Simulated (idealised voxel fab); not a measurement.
Title: Process Module voxel lift off
This is section cut - it's 250 nm across, gridded in 5 nm square cells.
For the purposes of this document, a cross-section shall be understood as a grid of square cells, specified as bands listed in top-to-bottom order, each band consisting of one or more rows of cells. Top height, bottom height, nm. Materials left to right, width each, nm. Single material + "throughout" = fills band edge to edge. "blank" = empty. For the purposes of this specification, 0 denotes the height below which the wafer in its as-received condition is composed wholly of one material, and the lowermost band, lacking a lower limit, extends downward without end, as expressed in "0 -> down". It should be noted that a width expressed as "30->40" varies in equal increments from row to row of cells within the band, taking the value of the first number at the top row and that of the second number at the bottom row. Given "no alteration" for a step, no cell of the cross-section differs between before and after that step. If an empty space has no open way to the top and is at least 8 cells in size, "Enclosed empty spaces" lists it, written width x height at distance, where distance is measured from the left edge and every value is in nm. That trailing text on a step's line, after the settings, is the simulator's own remark on the step. You can add "overlay nm" to a step's line. For a step with a mask, it describes how far the mask lay to the right of its planned position, and a negative number describes a lay to the left.
So here's the lineup of process steps we planned:
1) RECEIVE,material Si
2) CONFORMAL_DEP,material SiO2,thk nm 15
3) PATTERN,tone open,mask id LINES,material resist,width nm 15,pitch nm 30,thk nm 25,overlay nm 0
4) DIRECTIONAL_DEP,material Ru,thk nm 15
5) STRIP,etch materials resist
6) CONFORMAL_DEP,material SiCN,thk nm 5
Cross-section: wafer on arrival = after step 1:
0 -> down = Si throughout
Enclosed empty spaces: none
Cross-sectional view of the first of the two wafers upon completion of the module, processed in accordance with the plan:
35 -> 30 = blank 80  SiCN 25  blank 5  SiCN 25  blank 5  SiCN 25  blank 85
30 -> 20 = blank 80  SiCN 5  Ru 15  SiCN 5  blank 5  SiCN 5  Ru 15  SiCN 5  blank 5  SiCN 5  Ru 15  SiCN 5  blank 85
20 -> 15 = SiCN 85  Ru 15  SiCN 15  Ru 15  SiCN 15  Ru 15  SiCN 90
15 -> 0 = SiO2 throughout
0 -> down = Si throughout
Enclosed empty spaces: none
Cross-sectional image of the second wafer of the two following completion of the module. Starting state and process plan were the same as for the first wafer; one execution error occurred:
35 -> 30 = SiCN 90  blank 5  SiCN 25  blank 5  SiCN 25  blank 5  SiCN 95
30 -> 20 = Ru 85  SiCN 5  blank 5  SiCN 5  Ru 15  SiCN 5  blank 5  SiCN 5  Ru 15  SiCN 5  blank 5  SiCN 5  Ru 90
20 -> 15 = Ru 85  SiCN 15  Ru 15  SiCN 15  Ru 15  SiCN 15  Ru 90
15 -> 0 = SiO2 throughout
0 -> down = Si throughout
Enclosed empty spaces: none
Here's what went sideways: not per plan at step 3, really ran PATTERN,tone cover,mask id LINES,material resist,width nm 15,pitch nm 30,thk nm 25,overlay nm 0
End of process, cell counts, second wafer against first, materials with more or fewer: Ru: 96 more
